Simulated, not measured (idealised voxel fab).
Process module, titled voxel lift off
Displayed cross-section: cut, width of 180 nm, square cells sized 5 nm.
This document writes a cross-section as a grid whose cells are square, and gives it as bands, listed from the top down; one or more rows of cells form a band.
Each band's line starts with the height of the band's top and of its bottom, in nm. Then come its materials from left to right, each with its width in nm. One material with "everywhere" fills the band from edge to edge. "empty" is empty space.
All heights in this document are referenced to 0, defined as the level beneath which the wafer, as received, consists entirely of one material. The lowest band is not bounded below; it extends indefinitely downward and is written in the form "0 nm and below".
It should be noted that a width expressed as "30 to 40" varies in equal increments from row to row of cells within the band, taking the value of the first number at the top row and that of the second number at the bottom row.
Take "no alteration" at face value: in the step it is given for, the cross-section changed in none of its cells.
Any empty space of 8 cells or more lacking an open way to the top shows up in "Catalogued sealed voids" as width x height at distance, distance from the left edge, in nm.
On each step's line, the part that comes after the settings is the simulator's own comment on the step.
Regarding "overlay nm": on a step with a mask, it is the distance the mask lay to the right of its planned place; a negative value places it to the left.

**List of planned process steps**
1 RECEIVE, material Si
2 CONFORMAL_DEP, material Al2O3, thk nm 10
3 PATTERN, tone open, mask id LINES, material resist, width nm 20, pitch nm 40, thk nm 20, overlay nm 0
4 DIRECTIONAL_DEP, material Ru, thk nm 10
5 STRIP, etch materials resist
6 CONFORMAL_DEP, material SiN, thk nm 10

**As-received state of the wafer in cross-section, equivalent to post-step 1**
> 0 nm and below | Si everywhere
> Catalogued sealed voids: none

**Starting wafer: above. Plan: above. Run: one mistake. Cross-section after the module: below**
> 30 nm to 20 nm | SiN everywhere
> 20 nm to 10 nm | 20 of Ru, 20 of SiN, 20 of Ru, 20 of SiN, 20 of Ru, 20 of SiN, 20 of Ru, 20 of SiN, 20 of Ru
> 10 nm to 0 nm | Al2O3 everywhere
> 0 nm and below | Si everywhere
> Catalogued sealed voids: none
Nonconformance to the process plan: it should be noted that step 3 was executed with settings other than those planned, the operation and settings actually applied being PATTERN, tone cover, mask id LINES, material resist, width nm 20, pitch nm 40, thk nm 20, overlay nm 0
